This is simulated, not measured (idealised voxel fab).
process module | voxel transistor to metal
cross-section cut | 155 nm wide | cells 5 nm
A cross-section is a grid of square cells, given in bands from the top down. A band is one or more rows of cells.
Each band's line starts with the height of the band's top and of its bottom, in nm. Then come its materials from left to right, each with its width in nm. One material with "throughout" fills the band from edge to edge. "air" is empty space.
Height 0 is the level under which the wafer as received is all one material. The lowest band goes on downwards, as in "0 down".
A width such as "30 to 40" changes by the same amount from each row of cells to the next, from the band's top row to its bottom row.
"no change" after a step means that no cell of the cross-section changed.
closed voids: empty space of 8 cells or more with no open way to the top, each as width x height at its distance from the left edge, in nm
after a step's settings: what the simulator itself notes on the step
overlay nm, on a step with a mask: how far to the right of its planned place the mask lay; to the left if negative
plan
1 op RECEIVE | material Si
2 op CONFORMAL_DEP | material SiO2 | thk nm 5
3 op CONFORMAL_DEP | material SiN | thk nm 10
4 op PATTERN | tone cover | mask id ACTIVE | material resist | width nm 105 | thk nm 15 | overlay nm 0
5 op DIRECTIONAL_ETCH | etch materials SiN | depth nm 10
6 op DIRECTIONAL_ETCH | etch materials SiO2 | depth nm 5
7 op DIRECTIONAL_ETCH | etch materials Si | depth nm 35
8 op STRIP | etch materials resist
9 op OXIDIZE | depth nm 5
10 op FILL_DEP | material SiO2 | thk nm 10
11 op CMP | height nm 15
12 op SELECTIVE_ETCH | etch materials SiO2 | depth nm 10
13 op STRIP | etch materials SiN
14 op SELECTIVE_ETCH | etch materials SiO2 | depth nm 5
15 op OXIDIZE | depth nm 5
16 op DIRECTIONAL_DEP | material polySi | thk nm 20
17 op DIRECTIONAL_DEP | material SiCN | thk nm 10
18 op MASKED_ETCH | tone cover | mask id GATE | width nm 25 | etch materials SiCN | depth nm 20 | overlay nm 0
19 op MASKED_ETCH | tone cover | mask id GATE | width nm 25 | etch materials polySi | depth nm 30 | overlay nm 0
20 op CONFORMAL_DEP | material SiN | thk nm 10
21 op DIRECTIONAL_ETCH | etch materials SiN | depth nm 10
22 op DIRECTIONAL_ETCH | etch materials SiO2 | depth nm 5
23 op EPI | material SiGe | thk nm 5
24 op FILL_DEP | material SiO2 | thk nm 10
25 op CMP | height nm 30
26 op DIRECTIONAL_DEP | material SiO2 | thk nm 10
27 op MASKED_ETCH | tone open | mask id CONTACT | width nm 25 | pitch nm 60 | etch materials SiO2 | depth nm 40 | overlay nm 0
28 op CONFORMAL_DEP | material TiN | thk nm 5
29 op FILL_DEP | material Ru | thk nm 5
30 op CMP | height nm 40
31 op CONFORMAL_DEP | material SiN | thk nm 5
32 op DIRECTIONAL_DEP | material SiO2 | thk nm 20
33 op PATTERN | tone open | mask id METAL_1 | material resist | width nm 15 | pitch nm 70 | thk nm 20 | overlay nm 0
34 op DIRECTIONAL_ETCH | etch materials SiO2 | depth nm 20
35 op DIRECTIONAL_ETCH | etch materials SiN | depth nm 5
36 op STRIP | etch materials resist
37 op CONFORMAL_DEP | material TiN | thk nm 5
38 op FILL_DEP | material Cu | thk nm 5
39 op CMP | height nm 65
40 op EPI | material Ru | thk nm 5
41 op FILL_DEP | material SiCN | thk nm 5
42 op DIRECTIONAL_DEP | material lowk | thk nm 35
43 op DIRECTIONAL_DEP | material aC | thk nm 15
44 op PATTERN | tone open | mask id METAL_2 | material resist | width nm 15 | pitch nm 70 | thk nm 30 | overlay nm 0
45 op DIRECTIONAL_ETCH | etch materials aC | depth nm 15
46 op STRIP | etch materials resist
47 op DIRECTIONAL_ETCH | etch materials lowk | depth nm 20
48 op STRIP | etch materials aC
49 op PATTERN | tone open | mask id METAL_2_HOLES | material resist | width nm 15 | pitch nm 70 | thk nm 15 | overlay nm 0
50 op DIRECTIONAL_ETCH | etch materials lowk | depth nm 15
51 op DIRECTIONAL_ETCH | etch materials SiCN | depth nm 5
52 op STRIP | etch materials resist
53 op CONFORMAL_DEP | material TiN | thk nm 5
54 op FILL_DEP | material Ru | thk nm 5
55 op CMP | height nm 110
56 op CONFORMAL_DEP | material SiCN | thk nm 5
as received, after step 1
  0 down: Si throughout
  closed voids: none
first wafer at the end, as planned
  115 to 110: SiCN throughout
  110 to 75: lowk 35 | TiN 5 | Ru 5 | TiN 5 | lowk 55 | TiN 5 | Ru 5 | TiN 5 | lowk 35
  75 to 70: SiCN 35 | TiN 15 | SiCN 55 | TiN 15 | SiCN 35
  70 to 65: SiCN 30 | Ru 25 | SiCN 45 | Ru 25 | SiCN 30
  65 to 45: SiO2 35 | TiN 5 | Cu 5 | TiN 5 | SiO2 55 | TiN 5 | Cu 5 | TiN 5 | SiO2 35
  45 to 40: SiN 35 | TiN 15 | SiN 55 | TiN 15 | SiN 35
  40 to 30: SiO2 35 | TiN 5 | Ru 15 to 10 | TiN 5 to 10 | SiO2 35 | TiN 5 to 10 | Ru 15 to 10 | TiN 5 | SiO2 35
  30 to 20: SiO2 35 | TiN 5 | Ru 10 | TiN 5 | SiN 10 | SiCN 25 | SiN 10 | TiN 5 | Ru 10 | TiN 5 | SiO2 35
  20 to 5: SiO2 35 | TiN 5 | Ru 10 | TiN 5 | SiN 10 | polySi 25 | SiN 10 | TiN 5 | Ru 10 | TiN 5 | SiO2 35
  5 to 0: SiO2 35 | TiN 20 | SiN 10 | polySi 25 | SiN 10 | TiN 20 | SiO2 35
  0 to -5: SiO2 25 | SiGe 30 | SiO2 45 | SiGe 30 | SiO2 25
  -5 to -40: SiO2 30 | Si 95 | SiO2 30
  -40 down: Si throughout
  closed voids: none
second wafer at the end: like start, like plan, one mistake
  115 to 110: SiCN throughout
  110 to 75: lowk 35 | TiN 5 | Ru 5 | TiN 5 | lowk 55 | TiN 5 | Ru 5 | TiN 5 | lowk 35
  75 to 70: SiCN 35 | TiN 15 | SiCN 55 | TiN 15 | SiCN 35
  70 to 65: SiCN 30 | Ru 25 | SiCN 45 | Ru 25 | SiCN 30
  65 to 45: SiO2 35 | TiN 5 | Cu 5 | TiN 5 | SiO2 55 | TiN 5 | Cu 5 | TiN 5 | SiO2 35
  45 to 40: SiN 35 | TiN 15 | SiN 55 | TiN 15 | SiN 35
  40 to 30: SiO2 40 | TiN 5 | Ru 10 to 5 | TiN 5 to 10 | SiO2 40 | TiN 5 | Ru 10 | TiN 5 | SiO2 35
  30 to 20: SiO2 40 | TiN 5 | Ru 5 | TiN 5 | SiN 10 | SiCN 25 | SiN 10 | TiN 5 | Ru 10 | TiN 5 | SiO2 35
  20 to 5: SiO2 40 | TiN 5 | Ru 5 | TiN 5 | SiN 10 | polySi 25 | SiN 10 | TiN 5 | Ru 10 | TiN 5 | SiO2 35
  5 to 0: SiO2 40 | TiN 15 | SiN 10 | polySi 25 | SiN 10 | TiN 20 | SiO2 35
  0 to -5: SiO2 25 | SiGe 30 | SiO2 45 | SiGe 30 | SiO2 25
  -5 to -40: SiO2 30 | Si 95 | SiO2 30
  -40 down: Si throughout
  closed voids: none
what went wrong: step 27 ran as: op MASKED_ETCH | tone open | mask id CONTACT | width nm 20 | pitch nm 60 | etch materials SiO2 | depth nm 40 | overlay nm 0
at the end the second wafer has, in cells: 8 fewer of Ru | 10 more of SiO2 | 2 fewer of TiN
